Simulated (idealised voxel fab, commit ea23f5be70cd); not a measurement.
The name of this process module is voxel ribs on slabs.
Section shown: cut. Width: 230 nm. Cell size: 5 nm, square.
A cross-section is written here as square cells arranged in a grid, and it is given in bands from the top down, each band taking up one or more rows of cells.
Band: top height; bottom height; in nm. Then, left to right: material with width in nm, for each material. "all across": a single material spanning edge to edge. "air": empty space.
It should be noted that heights are counted from 0, beneath which the wafer as supplied is of one material throughout, and that the lowest band possesses no lower boundary but continues downward, as written in "0 and below".
It should be noted that a width expressed as "30..40" varies in equal increments from row to row of cells within the band, taking the value of the first number at the top row and that of the second number at the bottom row.
Basically "remains unaltered" means that step didn't change any cell in the cross-section.
The entry titled "Unvented internal voids" provides the empty spaces that have no open way to the top, restricted to those of 8 cells or more. Each is presented as width x height at distance, the distance being measured from the left edge, with all three in nm.
Heads up: the bit after the settings on a step's line is the simulator's remark on that step.
overlay nm: mask right of planned place by this much (step with mask). Neg. = left.

# The steps planned for the process are as follows
1,RECEIVE, material Si
2,DIRECTIONAL_DEP, material SiO2, thk nm 25
3,DIRECTIONAL_DEP, material SiN, thk nm 20
4,MASKED_ETCH, tone cover, mask id RIB, width nm 20, etch materials SiN, depth nm 10, overlay nm 0
5,PATTERN, tone cover, mask id SLAB, material resist, width nm 80, thk nm 15, overlay nm 0
6,DIRECTIONAL_ETCH, etch materials SiN, depth nm 10
7,STRIP, etch materials resist
8,FILL_DEP, material SiO2, thk nm 30
9,CMP, height nm 65
10,DIRECTIONAL_DEP, material TiN, thk nm 5
11,PATTERN, tone cover, mask id HEATER, material resist, width nm 30, thk nm 20, overlay nm 0
12,DIRECTIONAL_ETCH, etch materials TiN, depth nm 5
13,STRIP, etch materials resist
14,CONFORMAL_DEP, material SiO2, thk nm 10

# Delivered wafer in cross-section: state after step 1
> 0 and below  Si all across
> Unvented internal voids: none

# Here's the cross-section of the first of our two wafers at the end of the module - it ran as planned
> 80 down to 75  90 nm air; 50 nm SiO2; 90 nm air
> 75 down to 70  SiO2 all across
> 70 down to 65  100 nm SiO2; 30 nm TiN; 100 nm SiO2
> 65 down to 45  SiO2 all across
> 45 down to 35  105 nm SiO2; 20 nm SiN; 105 nm SiO2
> 35 down to 25  75 nm SiO2; 80 nm SiN; 75 nm SiO2
> 25 down to 0  SiO2 all across
> 0 and below  Si all across
> Unvented internal voids: none

# Here is the second of the two wafers cut open at the end of the module - same start, same plan as the first one, but we made one mistake running it
> 80 down to 75  90 nm air; 50 nm SiO2; 90 nm air
> 75 down to 70  SiO2 all across
> 70 down to 65  100 nm SiO2; 30 nm TiN; 100 nm SiO2
> 65 down to 60  105 nm SiO2; 20 nm SiN; 105 nm SiO2
> 60 down to 50  75 nm SiO2; 80 nm SiN; 75 nm SiO2
> 50 down to 0  SiO2 all across
> 0 and below  Si all across
> Unvented internal voids: none
Diagnosis: step 2, plan: ran twice
Count the cells at the end and the second wafer has more or fewer of some materials than the first: SiN -4, SiO2 +4
